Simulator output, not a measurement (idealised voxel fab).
process module | voxel capacitor over wiring
cross-section cut | 295 nm wide | cells 5 nm
A cross-section is a grid of square cells, given in bands from the top down. A band is one or more rows of cells.
Each band's line starts with the height of the band's top and of its bottom, in nm. Then come its materials from left to right, each with its width in nm. One material with "throughout" fills the band from edge to edge. "air" is empty space.
Height 0 is the level under which the wafer as received is all one material. The lowest band goes on downwards, as in "0 down".
A width such as "30 to 40" changes by the same amount from each row of cells to the next, from the band's top row to its bottom row.
"no change" after a step means that no cell of the cross-section changed.
closed voids: empty space of 8 cells or more with no open way to the top, each as width x height at its distance from the left edge, in nm
after a step's settings: what the simulator itself notes on the step
overlay nm, on a step with a mask: how far to the right of its planned place the mask lay; to the left if negative
plan
1 op RECEIVE | material Si
2 op CONFORMAL_DEP | material SiO2 | thk nm 10
3 op CONFORMAL_DEP | material SiCN | thk nm 5
4 op DIRECTIONAL_DEP | material SiO2 | thk nm 15
5 op DIRECTIONAL_DEP | material aC | thk nm 10
6 op PATTERN | tone open | mask id METAL_1 | material resist | width nm 20 | pitch nm 80 | thk nm 25 | overlay nm 0
7 op DIRECTIONAL_ETCH | etch materials aC | depth nm 10
8 op STRIP | etch materials resist
9 op DIRECTIONAL_ETCH | etch materials SiO2 | depth nm 15
10 op DIRECTIONAL_ETCH | etch materials SiCN | depth nm 5
11 op STRIP | etch materials aC
12 op CONFORMAL_DEP | material TiN | thk nm 5
13 op FILL_DEP | material Cu | thk nm 10
14 op CMP | height nm 30
15 op CONFORMAL_DEP | material SiCN | thk nm 5
16 op DIRECTIONAL_DEP | material lowk | thk nm 15
17 op DIRECTIONAL_DEP | material aC | thk nm 10
18 op PATTERN | tone open | mask id PLUG_1 | material resist | width nm 15 | thk nm 30 | overlay nm 0
19 op DIRECTIONAL_ETCH | etch materials aC | depth nm 10
20 op STRIP | etch materials resist
21 op DIRECTIONAL_ETCH | etch materials lowk | depth nm 15
22 op DIRECTIONAL_ETCH | etch materials SiCN | depth nm 5
23 op STRIP | etch materials aC
24 op CONFORMAL_DEP | material TiN | thk nm 5
25 op FILL_DEP | material Ru | thk nm 10
26 op CMP | height nm 50
27 op DIRECTIONAL_DEP | material TiN | thk nm 5
28 op DIRECTIONAL_DEP | material SiN | thk nm 5
29 op DIRECTIONAL_DEP | material TiN | thk nm 10
30 op PATTERN | tone cover | mask id UPPER_PLATE | material resist | width nm 65 | thk nm 15 | overlay nm 0
31 op DIRECTIONAL_ETCH | etch materials TiN | depth nm 10
32 op DIRECTIONAL_ETCH | etch materials SiN | depth nm 5
33 op STRIP | etch materials resist
34 op DIRECTIONAL_DEP | material aC | thk nm 10
35 op PATTERN | tone cover | mask id LOWER_PLATE | material resist | width nm 75 | thk nm 25 | overlay nm 0
36 op DIRECTIONAL_ETCH | etch materials aC | depth nm 10
37 op STRIP | etch materials resist
38 op DIRECTIONAL_ETCH | etch materials TiN | depth nm 5
39 op STRIP | etch materials aC
40 op FILL_DEP | material SiO2 | thk nm 20
41 op CMP | height nm 85
42 op PATTERN | tone open | mask id PLUG_2 | material resist | width nm 15 | thk nm 15 | overlay nm 0
43 op DIRECTIONAL_ETCH | etch materials SiO2 | depth nm 15
44 op STRIP | etch materials resist
45 op CONFORMAL_DEP | material TiN | thk nm 5
46 op FILL_DEP | material Ru | thk nm 5
47 op CMP | height nm 85
48 op CONFORMAL_DEP | material SiN | thk nm 5
first wafer, as planned
as received, after step 1
  0 down: Si throughout
  closed voids: none
after step 2
  10 to 0: SiO2 throughout
  below 0: unchanged
after step 3
  15 to 10: SiCN throughout
  below 10: unchanged
after step 4
  30 to 15: SiO2 throughout
  below 15: unchanged
after step 5
  40 to 30: aC throughout
  below 30: unchanged
after step 6
  65 to 40: resist 95 | air 20 | resist 60 | air 20 | resist 100
  below 40: unchanged
after step 7
  55 to 40: resist 95 | air 20 | resist 60 | air 20 | resist 100
  40 to 30: aC 95 | air 20 | aC 60 | air 20 | aC 100
  below 30: unchanged
after step 8
  40 to 30: aC 95 | air 20 | aC 60 | air 20 | aC 100
  below 30: unchanged
after step 9
  40 to 30: aC 95 | air 20 | aC 60 | air 20 | aC 100
  30 to 15: SiO2 95 | air 20 | SiO2 60 | air 20 | SiO2 100
  below 15: unchanged
after step 10
  40 to 30: aC 95 | air 20 | aC 60 | air 20 | aC 100
  30 to 15: SiO2 95 | air 20 | SiO2 60 | air 20 | SiO2 100
  15 to 10: SiCN 95 | air 20 | SiCN 60 | air 20 | SiCN 100
  below 10: unchanged
after step 11
  30 to 15: SiO2 95 | air 20 | SiO2 60 | air 20 | SiO2 100
  below 15: unchanged
after step 12
  35 to 30: TiN 100 | air 10 | TiN 70 | air 10 | TiN 105
  30 to 15: SiO2 95 | TiN 5 | air 10 | TiN 5 | SiO2 60 | TiN 5 | air 10 | TiN 5 | SiO2 100
  15 to 10: SiCN 95 | TiN 20 | SiCN 60 | TiN 20 | SiCN 100
  below 10: unchanged
after step 13
  45 to 35: Cu throughout
  35 to 30: TiN 100 | Cu 10 | TiN 70 | Cu 10 | TiN 105
  30 to 15: SiO2 95 | TiN 5 | Cu 10 | TiN 5 | SiO2 60 | TiN 5 | Cu 10 | TiN 5 | SiO2 100
  below 15: unchanged
after step 14
  30 to 15: SiO2 95 | TiN 5 | Cu 10 | TiN 5 | SiO2 60 | TiN 5 | Cu 10 | TiN 5 | SiO2 100
  below 15: unchanged
after step 15
  35 to 30: SiCN throughout
  below 30: unchanged
after step 16
  50 to 35: lowk throughout
  below 35: unchanged
after step 17
  60 to 50: aC throughout
  below 50: unchanged
after step 18
  90 to 60: resist 100 | air 15 | resist 180
  below 60: unchanged
after step 19
  80 to 60: resist 100 | air 15 | resist 180
  60 to 50: aC 100 | air 15 | aC 180
  below 50: unchanged
after step 20
  60 to 50: aC 100 | air 15 | aC 180
  below 50: unchanged
after step 21
  60 to 50: aC 100 | air 15 | aC 180
  50 to 35: lowk 100 | air 15 | lowk 180
  below 35: unchanged
after step 22
  60 to 50: aC 100 | air 15 | aC 180
  50 to 35: lowk 100 | air 15 | lowk 180
  35 to 30: SiCN 100 | air 15 | SiCN 180
  below 30: unchanged
after step 23
  50 to 35: lowk 100 | air 15 | lowk 180
  below 35: unchanged
after step 24
  55 to 50: TiN 105 | air 5 | TiN 185
  50 to 35: lowk 100 | TiN 5 | air 5 | TiN 5 | lowk 180
  35 to 30: SiCN 100 | TiN 15 | SiCN 180
  below 30: unchanged
after step 25
  65 to 55: Ru throughout
  55 to 50: TiN 105 | Ru 5 | TiN 185
  50 to 35: lowk 100 | TiN 5 | Ru 5 | TiN 5 | lowk 180
  below 35: unchanged
after step 26
  50 to 35: lowk 100 | TiN 5 | Ru 5 | TiN 5 | lowk 180
  below 35: unchanged
after step 27
  55 to 50: TiN throughout
  below 50: unchanged
after step 28
  60 to 55: SiN throughout
  below 55: unchanged
after step 29
  70 to 60: TiN throughout
  below 60: unchanged
after step 30
  85 to 70: air 100 | resist 65 | air 130
  below 70: unchanged
after step 31
  85 to 70: air 100 | resist 65 | air 130
  70 to 60: air 100 | TiN 65 | air 130
  below 60: unchanged
after step 32
  85 to 70: air 100 | resist 65 | air 130
  70 to 60: air 100 | TiN 65 | air 130
  60 to 55: air 100 | SiN 65 | air 130
  below 55: unchanged
after step 33
  70 to 60: air 100 | TiN 65 | air 130
  below 60: unchanged
after step 34
  80 to 70: air 100 | aC 65 | air 130
  70 to 65: air 100 | TiN 65 | air 130
  65 to 60: aC 100 | TiN 65 | aC 130
  60 to 55: aC 100 | SiN 65 | aC 130
  below 55: unchanged
after step 35
  105 to 80: air 95 | resist 75 | air 125
  80 to 70: air 95 | resist 5 | aC 65 | resist 5 | air 125
  70 to 65: air 95 | resist 5 | TiN 65 | resist 5 | air 125
  below 65: unchanged
after step 36
  95 to 80: air 95 | resist 75 | air 125
  80 to 70: air 95 | resist 5 | aC 65 | resist 5 | air 125
  70 to 65: air 95 | resist 5 | TiN 65 | resist 5 | air 125
  65 to 60: air 95 | aC 5 | TiN 65 | aC 5 | air 125
  60 to 55: air 95 | aC 5 | SiN 65 | aC 5 | air 125
  below 55: unchanged
after step 37
  80 to 70: air 100 | aC 65 | air 130
  70 to 65: air 100 | TiN 65 | air 130
  below 65: unchanged
after step 38
  80 to 70: air 100 | aC 65 | air 130
  70 to 65: air 100 | TiN 65 | air 130
  65 to 60: air 95 | aC 5 | TiN 65 | aC 5 | air 125
  60 to 55: air 95 | aC 5 | SiN 65 | aC 5 | air 125
  55 to 50: air 95 | TiN 75 | air 125
  below 50: unchanged
after step 39
  70 to 60: air 100 | TiN 65 | air 130
  60 to 55: air 100 | SiN 65 | air 130
  below 55: unchanged
after step 40
  90 to 70: SiO2 throughout
  70 to 60: SiO2 100 | TiN 65 | SiO2 130
  60 to 55: SiO2 100 | SiN 65 | SiO2 130
  55 to 50: SiO2 95 | TiN 75 | SiO2 125
  below 50: unchanged
after step 41
  85 to 70: SiO2 throughout
  below 70: unchanged
after step 42
  100 to 85: resist 110 | air 15 | resist 170
  below 85: unchanged
after step 43
  100 to 85: resist 110 | air 15 | resist 170
  85 to 70: SiO2 110 | air 15 | SiO2 170
  below 70: unchanged
after step 44
  85 to 70: SiO2 110 | air 15 | SiO2 170
  below 70: unchanged
after step 45
  90 to 85: TiN 115 | air 5 | TiN 175
  85 to 75: SiO2 110 | TiN 5 | air 5 | TiN 5 | SiO2 170
  75 to 70: SiO2 110 | TiN 15 | SiO2 170
  below 70: unchanged
after step 46
  95 to 90: Ru throughout
  90 to 85: TiN 115 | Ru 5 | TiN 175
  85 to 75: SiO2 110 | TiN 5 | Ru 5 | TiN 5 | SiO2 170
  below 75: unchanged
after step 47
  85 to 75: SiO2 110 | TiN 5 | Ru 5 | TiN 5 | SiO2 170
  below 75: unchanged
after step 48
  90 to 85: SiN throughout
  below 85: unchanged
second wafer: like start, like plan, one mistake. Through step 17 it matches the first wafer
when step 18 should have ended
  90 to 60: air 100 | resist 15 | air 180
  below 60: unchanged
when step 19 should have ended
  80 to 60: air 100 | resist 15 | air 180
  60 to 50: air 100 | aC 15 | air 180
  below 50: unchanged
when step 20 should have ended
  60 to 50: air 100 | aC 15 | air 180
  below 50: unchanged
when step 21 should have ended
  60 to 50: air 100 | aC 15 | air 180
  50 to 35: air 100 | lowk 15 | air 180
  below 35: unchanged
when step 22 should have ended
  60 to 50: air 100 | aC 15 | air 180
  50 to 35: air 100 | lowk 15 | air 180
  35 to 30: air 100 | SiCN 15 | air 180
  below 30: unchanged
when step 23 should have ended
  50 to 35: air 100 | lowk 15 | air 180
  below 35: unchanged
when step 24 should have ended
  55 to 50: air 95 | TiN 25 | air 175
  50 to 35: air 95 | TiN 5 | lowk 15 | TiN 5 | air 175
  35 to 30: TiN 100 | SiCN 15 | TiN 180
  below 30: unchanged
when step 25 should have ended
  65 to 55: Ru throughout
  55 to 50: Ru 95 | TiN 25 | Ru 175
  50 to 35: Ru 95 | TiN 5 | lowk 15 | TiN 5 | Ru 175
  below 35: unchanged
when step 26 should have ended
  50 to 35: Ru 95 | TiN 5 | lowk 15 | TiN 5 | Ru 175
  below 35: unchanged
when step 27 should have ended
  55 to 50: TiN throughout
  below 50: unchanged
when step 28 should have ended
  60 to 55: SiN throughout
  below 55: unchanged
when step 29 should have ended
  70 to 60: TiN throughout
  below 60: unchanged
when step 30 should have ended
  85 to 70: air 100 | resist 65 | air 130
  below 70: unchanged
when step 31 should have ended
  85 to 70: air 100 | resist 65 | air 130
  70 to 60: air 100 | TiN 65 | air 130
  below 60: unchanged
when step 32 should have ended
  85 to 70: air 100 | resist 65 | air 130
  70 to 60: air 100 | TiN 65 | air 130
  60 to 55: air 100 | SiN 65 | air 130
  below 55: unchanged
when step 33 should have ended
  70 to 60: air 100 | TiN 65 | air 130
  below 60: unchanged
when step 34 should have ended
  80 to 70: air 100 | aC 65 | air 130
  70 to 65: air 100 | TiN 65 | air 130
  65 to 60: aC 100 | TiN 65 | aC 130
  60 to 55: aC 100 | SiN 65 | aC 130
  below 55: unchanged
when step 35 should have ended
  105 to 80: air 95 | resist 75 | air 125
  80 to 70: air 95 | resist 5 | aC 65 | resist 5 | air 125
  70 to 65: air 95 | resist 5 | TiN 65 | resist 5 | air 125
  below 65: unchanged
when step 36 should have ended
  95 to 80: air 95 | resist 75 | air 125
  80 to 70: air 95 | resist 5 | aC 65 | resist 5 | air 125
  70 to 65: air 95 | resist 5 | TiN 65 | resist 5 | air 125
  65 to 60: air 95 | aC 5 | TiN 65 | aC 5 | air 125
  60 to 55: air 95 | aC 5 | SiN 65 | aC 5 | air 125
  below 55: unchanged
when step 37 should have ended
  80 to 70: air 100 | aC 65 | air 130
  70 to 65: air 100 | TiN 65 | air 130
  below 65: unchanged
when step 38 should have ended
  80 to 70: air 100 | aC 65 | air 130
  70 to 65: air 100 | TiN 65 | air 130
  65 to 60: air 95 | aC 5 | TiN 65 | aC 5 | air 125
  60 to 55: air 95 | aC 5 | SiN 65 | aC 5 | air 125
  55 to 50: air 95 | TiN 75 | air 125
  below 50: unchanged
when step 39 should have ended
  70 to 60: air 100 | TiN 65 | air 130
  60 to 55: air 100 | SiN 65 | air 130
  below 55: unchanged
when step 40 should have ended
  90 to 70: SiO2 throughout
  70 to 60: SiO2 100 | TiN 65 | SiO2 130
  60 to 55: SiO2 100 | SiN 65 | SiO2 130
  55 to 50: SiO2 95 | TiN 75 | SiO2 125
  below 50: unchanged
when step 41 should have ended
  85 to 70: SiO2 throughout
  below 70: unchanged
when step 42 should have ended
  100 to 85: resist 110 | air 15 | resist 170
  below 85: unchanged
when step 43 should have ended
  100 to 85: resist 110 | air 15 | resist 170
  85 to 70: SiO2 110 | air 15 | SiO2 170
  below 70: unchanged
when step 44 should have ended
  85 to 70: SiO2 110 | air 15 | SiO2 170
  below 70: unchanged
when step 45 should have ended
  90 to 85: TiN 115 | air 5 | TiN 175
  85 to 75: SiO2 110 | TiN 5 | air 5 | TiN 5 | SiO2 170
  75 to 70: SiO2 110 | TiN 15 | SiO2 170
  below 70: unchanged
when step 46 should have ended
  95 to 90: Ru throughout
  90 to 85: TiN 115 | Ru 5 | TiN 175
  85 to 75: SiO2 110 | TiN 5 | Ru 5 | TiN 5 | SiO2 170
  below 75: unchanged
when step 47 should have ended
  85 to 75: SiO2 110 | TiN 5 | Ru 5 | TiN 5 | SiO2 170
  below 75: unchanged
when step 48 should have ended
  90 to 85: SiN throughout
  below 85: unchanged
what went wrong: step 18 ran as: op PATTERN | tone cover | mask id PLUG_1 | material resist | width nm 15 | thk nm 30 | overlay nm 0
at the end the second wafer has, in cells: 159 more of Ru | 53 fewer of SiCN | 53 more of TiN | 159 fewer of lowk
